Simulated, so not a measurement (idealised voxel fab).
voxel ribs on slabs: a process module
Cross-section cut spans 230 nm and uses square cells 5 nm in size.
In this document a cross-section is written as a grid of square cells. It is given as a series of bands, listed from the top down, and a band is one or more rows of cells. Heads up on the band format: heights come first, top then bottom, in nm. After that it's the materials left to right, each with its width in nm. A single material flagged "full width" fills the whole band edge to edge, and "blank" means there's empty space there. All heights in this document are referenced to 0, defined as the level beneath which the wafer, as received, consists entirely of one material. The lowest band is not bounded below; it extends indefinitely downward and is written in the form "0..down". Note: "30->40" means the width goes from the first number (top row of the band) to the second number (bottom row) in equal steps per row of cells. "remained unchanged" means the step left every cell of the cross-section as it was. "Sealed internal voids" enumerates empty spaces isolated from the top, with no open way to it, that contain at least 8 cells, giving each as width x height at distance from the left edge, all three in nm. Note: text after step settings on the step line = simulator remark on that step. overlay nm: right-of-plan distance of the mask on a masked step; negative values mean left-of-plan.

[The steps planned for the process are as follows]
| 1 | RECEIVE [material Si] |
| 2 | DIRECTIONAL_DEP [material SiO2] [thk nm 25] |
| 3 | DIRECTIONAL_DEP [material SiN] [thk nm 20] |
| 4 | MASKED_ETCH [tone cover] [mask id RIB] [width nm 20] [etch materials SiN] [depth nm 10] [overlay nm 0] |
| 5 | PATTERN [tone cover] [mask id SLAB] [material resist] [width nm 80] [thk nm 15] [overlay nm 0] |
| 6 | DIRECTIONAL_ETCH [etch materials SiN] [depth nm 10] |
| 7 | STRIP [etch materials resist] |
| 8 | FILL_DEP [material SiO2] [thk nm 30] |
| 9 | CMP [height nm 65] |
| 10 | DIRECTIONAL_DEP [material TiN] [thk nm 5] |
| 11 | PATTERN [tone cover] [mask id HEATER] [material resist] [width nm 30] [thk nm 20] [overlay nm 0] |
| 12 | DIRECTIONAL_ETCH [etch materials TiN] [depth nm 5] |
| 13 | STRIP [etch materials resist] |
| 14 | CONFORMAL_DEP [material SiO2] [thk nm 10] |

[First wafer of two (run as planned)]

[Cross-sectional view of the wafer in its as-received condition, corresponding to the state after step 1]
	0..down | Si full width
	Sealed internal voids: none

[Once step 2 is through, the wafer looks like this in cross-section]
	25..0 | SiO2 full width
	Below 0 it's all the same as before, nothing changed down there.

[Once step 3 is through, the wafer looks like this in cross-section]
	45..25 | SiN full width
	Below 25 it's all the same as before, nothing changed down there.

[Once step 4 is through, the wafer looks like this in cross-section]
	45..35 | blank 105 nm  SiN 20 nm  blank 105 nm
	Below 35 it's all the same as before, nothing changed down there.

[Once step 5 is through, the wafer looks like this in cross-section]
	60..45 | blank 75 nm  resist 80 nm  blank 75 nm
	45..35 | blank 75 nm  resist 30 nm  SiN 20 nm  resist 30 nm  blank 75 nm
	Below 35 it's all the same as before, nothing changed down there.

[Once step 6 is through, the wafer looks like this in cross-section]
	60..45 | blank 75 nm  resist 80 nm  blank 75 nm
	45..35 | blank 75 nm  resist 30 nm  SiN 20 nm  resist 30 nm  blank 75 nm
	35..25 | blank 75 nm  SiN 80 nm  blank 75 nm
	Below 25 it's all the same as before, nothing changed down there.

[Once step 7 is through, the wafer looks like this in cross-section]
	45..35 | blank 105 nm  SiN 20 nm  blank 105 nm
	Below 35 it's all the same as before, nothing changed down there.

[Once step 8 is through, the wafer looks like this in cross-section]
	75..45 | SiO2 full width
	45..35 | SiO2 105 nm  SiN 20 nm  SiO2 105 nm
	35..25 | SiO2 75 nm  SiN 80 nm  SiO2 75 nm
	Below 25 it's all the same as before, nothing changed down there.

[Once step 9 is through, the wafer looks like this in cross-section]
	65..45 | SiO2 full width
	Below 45 it's all the same as before, nothing changed down there.

[Once step 10 is through, the wafer looks like this in cross-section]
	70..65 | TiN full width
	Below 65 it's all the same as before, nothing changed down there.

[Once step 11 is through, the wafer looks like this in cross-section]
	90..70 | blank 100 nm  resist 30 nm  blank 100 nm
	Below 70 it's all the same as before, nothing changed down there.

[Once step 12 is through, the wafer looks like this in cross-section]
	90..70 | blank 100 nm  resist 30 nm  blank 100 nm
	70..65 | blank 100 nm  TiN 30 nm  blank 100 nm
	Below 65 it's all the same as before, nothing changed down there.

[Once step 13 is through, the wafer looks like this in cross-section]
	70..65 | blank 100 nm  TiN 30 nm  blank 100 nm
	Below 65 it's all the same as before, nothing changed down there.

[Once step 14 is through, the wafer looks like this in cross-section]
	80..75 | blank 90 nm  SiO2 50 nm  blank 90 nm
	75..70 | SiO2 full width
	70..65 | SiO2 100 nm  TiN 30 nm  SiO2 100 nm
	Below 65 it's all the same as before, nothing changed down there.

[Wafer two of two - same starting point, same process plan, one mistake in execution; matches wafer one up to and including step 1]

[Second wafer at the planned finish of step 2, seen in cross-section]
	20..0 | SiN full width
	Below 0 it's all the same as before, nothing changed down there.

[Second wafer at the planned finish of step 3, seen in cross-section]
	45..20 | SiO2 full width
	Below 20 it's all the same as before, nothing changed down there.

Second wafer at the planned finish of step 4, seen in cross-section: remained unchanged

[Second wafer at the planned finish of step 5, seen in cross-section]
	60..45 | blank 75 nm  resist 80 nm  blank 75 nm
	Below 45 it's all the same as before, nothing changed down there.

Second wafer at the planned finish of step 6, seen in cross-section: remained unchanged

[Second wafer at the planned finish of step 7, seen in cross-section]
	45..20 | SiO2 full width
	Below 20 it's all the same as before, nothing changed down there.

[Second wafer at the planned finish of step 8, seen in cross-section]
	75..20 | SiO2 full width
	Below 20 it's all the same as before, nothing changed down there.

[Second wafer at the planned finish of step 9, seen in cross-section]
	65..20 | SiO2 full width
	Below 20 it's all the same as before, nothing changed down there.

[Second wafer at the planned finish of step 10, seen in cross-section]
	70..65 | TiN full width
	Below 65 it's all the same as before, nothing changed down there.

[Second wafer at the planned finish of step 11, seen in cross-section]
	90..70 | blank 100 nm  resist 30 nm  blank 100 nm
	Below 70 it's all the same as before, nothing changed down there.

[Second wafer at the planned finish of step 12, seen in cross-section]
	90..70 | blank 100 nm  resist 30 nm  blank 100 nm
	70..65 | blank 100 nm  TiN 30 nm  blank 100 nm
	Below 65 it's all the same as before, nothing changed down there.

[Second wafer at the planned finish of step 13, seen in cross-section]
	70..65 | blank 100 nm  TiN 30 nm  blank 100 nm
	Below 65 it's all the same as before, nothing changed down there.

[Second wafer at the planned finish of step 14, seen in cross-section]
	80..75 | blank 90 nm  SiO2 50 nm  blank 90 nm
	75..70 | SiO2 full width
	70..65 | SiO2 100 nm  TiN 30 nm  SiO2 100 nm
	Below 65 it's all the same as before, nothing changed down there.
Want to know what went wrong? the run placed steps 2 and 3 each in the position the plan gave to the other
Looking at both finished wafers in cells, the second ends up ahead of or behind the first on some materials: 144 more of SiN, 144 fewer of SiO2
